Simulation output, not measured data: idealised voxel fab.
process module | voxel spacer lines
cross-section cut | 300 nm wide | cells 5 nm
A cross-section is a grid of square cells, given in bands from the top down. A band is one or more rows of cells.
Each band's line starts with the height of the band's top and of its bottom, in nm. Then come its materials from left to right, each with its width in nm. One material with "throughout" fills the band from edge to edge. "air" is empty space.
Height 0 is the level under which the wafer as received is all one material. The lowest band goes on downwards, as in "0 down".
A width such as "30 to 40" changes by the same amount from each row of cells to the next, from the band's top row to its bottom row.
"no change" after a step means that no cell of the cross-section changed.
closed voids: empty space of 8 cells or more with no open way to the top, each as width x height at its distance from the left edge, in nm
after a step's settings: what the simulator itself notes on the step
overlay nm, on a step with a mask: how far to the right of its planned place the mask lay; to the left if negative
plan
1 op RECEIVE | material Si
2 op CONFORMAL_DEP | material Al2O3 | thk nm 10
3 op DIRECTIONAL_DEP | material TiN | thk nm 15
4 op DIRECTIONAL_DEP | material aC | thk nm 30
5 op PATTERN | tone cover | mask id MANDREL | material resist | width nm 20 | pitch nm 60 | thk nm 35 | overlay nm 0
6 op DIRECTIONAL_ETCH | etch materials aC | depth nm 30
7 op STRIP | etch materials resist
8 op CONFORMAL_DEP | material SiO2 | thk nm 10
9 op DIRECTIONAL_ETCH | etch materials SiO2 | depth nm 10
10 op STRIP | etch materials aC
11 op DIRECTIONAL_ETCH | etch materials TiN | depth nm 15
12 op STRIP | etch materials SiO2
first wafer, as planned
as received, after step 1
  0 down: Si throughout
  closed voids: none
after step 2
  10 to 0: Al2O3 throughout
  below 0: unchanged
after step 3
  25 to 10: TiN throughout
  below 10: unchanged
after step 4
  55 to 25: aC throughout
  below 25: unchanged
after step 5
  90 to 55: air 80 | resist 20 | air 40 | resist 20 | air 40 | resist 20 | air 80
  below 55: unchanged
after step 6
  60 to 55: air 80 | resist 20 | air 40 | resist 20 | air 40 | resist 20 | air 80
  55 to 25: air 80 | aC 20 | air 40 | aC 20 | air 40 | aC 20 | air 80
  below 25: unchanged
after step 7
  55 to 25: air 80 | aC 20 | air 40 | aC 20 | air 40 | aC 20 | air 80
  below 25: unchanged
after step 8
  65 to 55: air 70 | SiO2 40 | air 20 | SiO2 40 | air 20 | SiO2 40 | air 70
  55 to 35: air 70 | SiO2 10 | aC 20 | SiO2 10 | air 20 | SiO2 10 | aC 20 | SiO2 10 | air 20 | SiO2 10 | aC 20 | SiO2 10 | air 70
  35 to 25: SiO2 80 | aC 20 | SiO2 40 | aC 20 | SiO2 40 | aC 20 | SiO2 80
  below 25: unchanged
after step 9
  55 to 25: air 70 | SiO2 10 | aC 20 | SiO2 10 | air 20 | SiO2 10 | aC 20 | SiO2 10 | air 20 | SiO2 10 | aC 20 | SiO2 10 | air 70
  below 25: unchanged
after step 10
  55 to 25: air 70 | SiO2 10 | air 20 | SiO2 10 | air 20 | SiO2 10 | air 20 | SiO2 10 | air 20 | SiO2 10 | air 20 | SiO2 10 | air 70
  below 25: unchanged
after step 11
  55 to 25: air 70 | SiO2 10 | air 20 | SiO2 10 | air 20 | SiO2 10 | air 20 | SiO2 10 | air 20 | SiO2 10 | air 20 | SiO2 10 | air 70
  25 to 10: air 70 | TiN 10 | air 20 | TiN 10 | air 20 | TiN 10 | air 20 | TiN 10 | air 20 | TiN 10 | air 20 | TiN 10 | air 70
  below 10: unchanged
after step 12
  25 to 10: air 70 | TiN 10 | air 20 | TiN 10 | air 20 | TiN 10 | air 20 | TiN 10 | air 20 | TiN 10 | air 20 | TiN 10 | air 70
  below 10: unchanged
second wafer: like start, like plan, one mistake. Through step 4 it matches the first wafer
when step 5 should have ended
  90 to 55: resist 80 | air 20 | resist 40 | air 20 | resist 40 | air 20 | resist 80
  below 55: unchanged
when step 6 should have ended
  60 to 55: resist 80 | air 20 | resist 40 | air 20 | resist 40 | air 20 | resist 80
  55 to 25: aC 80 | air 20 | aC 40 | air 20 | aC 40 | air 20 | aC 80
  below 25: unchanged
when step 7 should have ended
  55 to 25: aC 80 | air 20 | aC 40 | air 20 | aC 40 | air 20 | aC 80
  below 25: unchanged
when step 8 should have ended
  65 to 55: SiO2 throughout
  55 to 25: aC 80 | SiO2 20 | aC 40 | SiO2 20 | aC 40 | SiO2 20 | aC 80
  below 25: unchanged
when step 9 should have ended
  55 to 25: aC 80 | SiO2 20 | aC 40 | SiO2 20 | aC 40 | SiO2 20 | aC 80
  below 25: unchanged
when step 10 should have ended
  55 to 25: air 80 | SiO2 20 | air 40 | SiO2 20 | air 40 | SiO2 20 | air 80
  below 25: unchanged
when step 11 should have ended
  55 to 25: air 80 | SiO2 20 | air 40 | SiO2 20 | air 40 | SiO2 20 | air 80
  25 to 10: air 80 | TiN 20 | air 40 | TiN 20 | air 40 | TiN 20 | air 80
  below 10: unchanged
when step 12 should have ended
  25 to 10: air 80 | TiN 20 | air 40 | TiN 20 | air 40 | TiN 20 | air 80
  below 10: unchanged
what went wrong: step 5 ran as: op PATTERN | tone open | mask id MANDREL | material resist | width nm 20 | pitch nm 60 | thk nm 35 | overlay nm 0
at the end the second wafer has, in cells: as many of each material as the first, in other places
